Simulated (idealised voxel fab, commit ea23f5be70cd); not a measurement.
Module name: voxel self aligned contacts (process module)
Section shown: cut. Width: 275 nm. Cell size: 5 nm, square.
Each cross-section below is a grid of square cells, stated as bands in top-down order, with one or more rows of cells making up each band. The entry gives the band's vertical extent as a top height and a bottom height in nm, then its horizontal make-up as materials from left to right, each with a width in nm. "air" stands for empty space; a single material marked "everywhere" fills the band edge to edge. We count height from 0. Below that, the starting wafer is all one material. The lowest band never ends at the bottom but goes on down; see "0 nm and below" for how that is written. A width such as "30->40" changes by the same amount from each row of cells to the next, from the band's top row to its bottom row. What does "nothing changed" mean for a step? It means no cell of the cross-section changed in that step. The list in "Closed voids list" covers empty spaces of 8 cells or more that cannot reach the top through any open way, and it gives each as width x height at distance; the distance is from the left edge, and width, height and distance are in nm. Past the settings on a step's line: simulator remark, on that step. You can add "overlay nm" to a step's line. For a step with a mask, it describes how far the mask lay to the right of its planned position, and a negative number describes a lay to the left.
Process steps foreseen in the plan
1) RECEIVE: material Si
2) OXIDIZE: depth nm 5
3) DIRECTIONAL_DEP: material polySi, thk nm 25
4) DIRECTIONAL_DEP: material SiN, thk nm 25
5) DIRECTIONAL_DEP: material aC, thk nm 15
6) PATTERN: tone cover, mask id GATE, material resist, width nm 35, pitch nm 80, thk nm 30, overlay nm 0
7) DIRECTIONAL_ETCH: etch materials aC, depth nm 15
8) STRIP: etch materials resist
9) DIRECTIONAL_ETCH: etch materials SiN, depth nm 25
10) DIRECTIONAL_ETCH: etch materials polySi, depth nm 25
11) STRIP: etch materials aC
12) CONFORMAL_DEP: material SiN, thk nm 10
13) DIRECTIONAL_ETCH: etch materials SiN, depth nm 10
14) FILL_DEP: material SiO2, thk nm 20
15) CMP: height nm 60
16) DIRECTIONAL_DEP: material aC, thk nm 10
17) PATTERN: tone open, mask id CONTACT, material resist, width nm 55, pitch nm 80, thk nm 25, overlay nm 0
18) DIRECTIONAL_ETCH: etch materials aC, depth nm 10
19) STRIP: etch materials resist
20) DIRECTIONAL_ETCH: etch materials SiO2, depth nm 65
21) STRIP: etch materials aC
22) CONFORMAL_DEP: material TiN, thk nm 5
23) FILL_DEP: material Ru, thk nm 10
24) CMP: height nm 60
25) CONFORMAL_DEP: material SiCN, thk nm 5
Cross-section: wafer on arrival = after step 1
	0 nm and below = Si everywhere
	Closed voids list: none
Sectioned view, first of two wafers, at the close of the module, processed as intended in the plan
	65 nm to 60 nm = SiCN everywhere
	60 nm to 50 nm = SiO2=70 | TiN=5->20 | Ru=45->15 | TiN=5->20 | SiO2=25 | TiN=5->20 | Ru=45->15 | TiN=5->20 | SiO2=70
	50 nm to 25 nm = SiO2=30 | SiN=55 | TiN=5 | Ru=15 | TiN=5 | SiN=55 | TiN=5 | Ru=15 | TiN=5 | SiN=55 | SiO2=30
	25 nm to 0 nm = SiO2=30 | SiN=10 | polySi=35 | SiN=10 | TiN=5 | Ru=15 | TiN=5 | SiN=10 | polySi=35 | SiN=10 | TiN=5 | Ru=15 | TiN=5 | SiN=10 | polySi=35 | SiN=10 | SiO2=30
	0 nm to -5 nm = SiO2=85 | TiN=25 | SiO2=55 | TiN=25 | SiO2=85
	-5 nm and below = Si everywhere
	Closed voids list: none
This cross-section belongs to the second wafer of two at the end of the module; the start and the plan were shared with the first, and the run included one mistake
	65 nm to 60 nm = SiCN everywhere
	60 nm to 50 nm = SiO2=30 | SiN=55 | TiN=5 | Ru=15 | TiN=5 | SiN=55 | TiN=5 | Ru=15 | TiN=5 | SiN=55 | SiO2=30
	50 nm to 30 nm = SiO2=30 | SiN=10 | polySi=35 | SiN=10 | TiN=5 | Ru=15 | TiN=5 | SiN=10 | polySi=35 | SiN=10 | TiN=5 | Ru=15 | TiN=5 | SiN=10 | polySi=35 | SiN=10 | SiO2=30
	30 nm to 25 nm = SiO2=30 | SiN=10 | polySi=35 | SiN=10 | TiN=25 | SiN=10 | polySi=35 | SiN=10 | TiN=25 | SiN=10 | polySi=35 | SiN=10 | SiO2=30
	25 nm to 0 nm = polySi everywhere
	0 nm to -5 nm = SiO2 everywhere
	-5 nm and below = Si everywhere
	Closed voids list: none
The plan and the run diverged here: step 3 in the plan was executed twice
at the end the second wafer has, in cells: -48 Ru | -99 SiN | -92 SiO2 | -36 TiN | +275 polySi
